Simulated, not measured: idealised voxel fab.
The document below concerns the process module designated voxel capacitor over wiring.
Pictured: cross-section cut, 200 nm wide, on a grid of 5 nm square cells.
Reading order for cross-sections: top band down to bottom band. Underlying form: a grid of square cells. Band size: one or more rows of cells. In this notation a band is specified by the heights of its top and bottom, in that order and in nm, after which its materials appear from left to right, each paired with its width in nm. The word "full width" attached to a single material means that material fills the band from edge to edge; the word "air" stands for empty space. Heights are measured from 0, the level below which the as-received wafer is all one material; the lowest band has no bottom and continues downward, written as in "top 0, no bottom". Quick explanation for "30 to 40": the width changes in equal steps down the rows of cells, from the first number in the band's top row to the second number in its bottom row. Key: "nothing different" - step with no changed cell in the cross-section. What "Sealed internal voids" gives you is every empty space of 8 cells or more that is cut off from the top. Each appears as width x height at distance, with the distance taken from the left edge and width, height and distance all in nm. The remark found on a step's line after its settings is issued by the simulator itself and pertains to that step. The "overlay nm" setting may appear on a step's line; for a step that uses a mask, it gives how far to the right of its planned position the mask lay, and a negative value indicates the left.
STEPS IN THE PROCESS PLAN
1) RECEIVE [material Si]
2) CONFORMAL_DEP [material SiO2] [thk nm 15]
3) DIRECTIONAL_DEP [material TiN] [thk nm 5]
4) DIRECTIONAL_DEP [material Ru] [thk nm 15]
5) MASKED_ETCH [tone cover] [mask id METAL_1] [width nm 25] [pitch nm 85] [etch materials Ru] [depth nm 15] [overlay nm 0]
6) MASKED_ETCH [tone cover] [mask id METAL_1] [width nm 25] [pitch nm 85] [etch materials TiN] [depth nm 5] [overlay nm 0]
7) FILL_DEP [material lowk] [thk nm 10]
8) CMP [height nm 35]
9) CONFORMAL_DEP [material SiCN] [thk nm 5]
10) DIRECTIONAL_DEP [material lowk] [thk nm 20]
11) MASKED_ETCH [tone open] [mask id PLUG_1] [width nm 15] [etch materials lowk] [depth nm 20] [overlay nm 0]
12) MASKED_ETCH [tone open] [mask id PLUG_1] [width nm 15] [etch materials SiCN] [depth nm 5] [overlay nm 0]
13) EPI [material Ru] [thk nm 10]
14) EPI [material Ru] [thk nm 10]
15) EPI [material Ru] [thk nm 5]
16) DIRECTIONAL_DEP [material TiN] [thk nm 10]
17) DIRECTIONAL_DEP [material Al2O3] [thk nm 5]
18) DIRECTIONAL_DEP [material TiN] [thk nm 5]
19) PATTERN [tone cover] [mask id UPPER_PLATE] [material resist] [width nm 65] [thk nm 15] [overlay nm 0]
20) DIRECTIONAL_ETCH [etch materials TiN] [depth nm 5]
21) DIRECTIONAL_ETCH [etch materials Al2O3] [depth nm 5]
22) STRIP [etch materials resist]
23) PATTERN [tone cover] [mask id LOWER_PLATE] [material resist] [width nm 75] [thk nm 20] [overlay nm 0]
24) DIRECTIONAL_ETCH [etch materials TiN] [depth nm 10]
25) STRIP [etch materials resist]
26) FILL_DEP [material SiO2] [thk nm 15]
27) CMP [height nm 90]
28) DIRECTIONAL_DEP [material aC] [thk nm 15]
29) PATTERN [tone open] [mask id PLUG_2] [material resist] [width nm 15] [thk nm 30] [overlay nm 0]
30) DIRECTIONAL_ETCH [etch materials aC] [depth nm 15]
31) STRIP [etch materials resist]
32) DIRECTIONAL_ETCH [etch materials SiO2] [depth nm 10]
33) STRIP [etch materials aC]
34) CONFORMAL_DEP [material TiN] [thk nm 5]
35) FILL_DEP [material W] [thk nm 10]
36) CMP [height nm 90]
37) CONFORMAL_DEP [material SiCN] [thk nm 5]
SHOWN IN CROSS-SECTION IS THE WAFER AS RECEIVED, THAT IS, AS IT STANDS AFTER STEP 1
    top 0, no bottom: Si full width
    Sealed internal voids: none
THE FOLLOWING CROSS-SECTION DEPICTS THE WAFER UPON CONCLUSION OF THE MODULE. PROCESSING COMMENCED FROM THE STARTING CONDITION ILLUSTRATED ABOVE AND ADHERED TO THE PLAN ILLUSTRATED ABOVE, SAVE FOR ONE MISTAKE IN EXECUTION
    top 95, bottom 90: SiCN full width
    top 90, bottom 85: SiO2 65; TiN 5; W 5; TiN 5; SiO2 120
    top 85, bottom 75: SiO2 65 to 70; TiN 15 to 50; SiO2 120 to 80
    top 75, bottom 70: SiO2 70; Al2O3 50; SiO2 80
    top 70, bottom 65: SiO2 50; TiN 75; SiO2 75
    top 65, bottom 60: SiO2 50; TiN 5; Al2O3 15; TiN 55; SiO2 75
    top 60, bottom 50: lowk 55; TiN 15; lowk 130
    top 50, bottom 40: lowk full width
    top 40, bottom 35: SiCN full width
    top 35, bottom 20: lowk 45; Ru 25; lowk 60; Ru 25; lowk 45
    top 20, bottom 15: lowk 45; TiN 25; lowk 60; TiN 25; lowk 45
    top 15, bottom 0: SiO2 full width
    top 0, no bottom: Si full width
    Sealed internal voids: none
It is concluded that the wafer was processed incorrectly with respect to the plan, in that step 11 was processed under conditions differing from the plan, specifically as MASKED_ETCH [tone open] [mask id PLUG_1] [width nm 15] [etch materials lowk] [depth nm 10] [overlay nm 0]
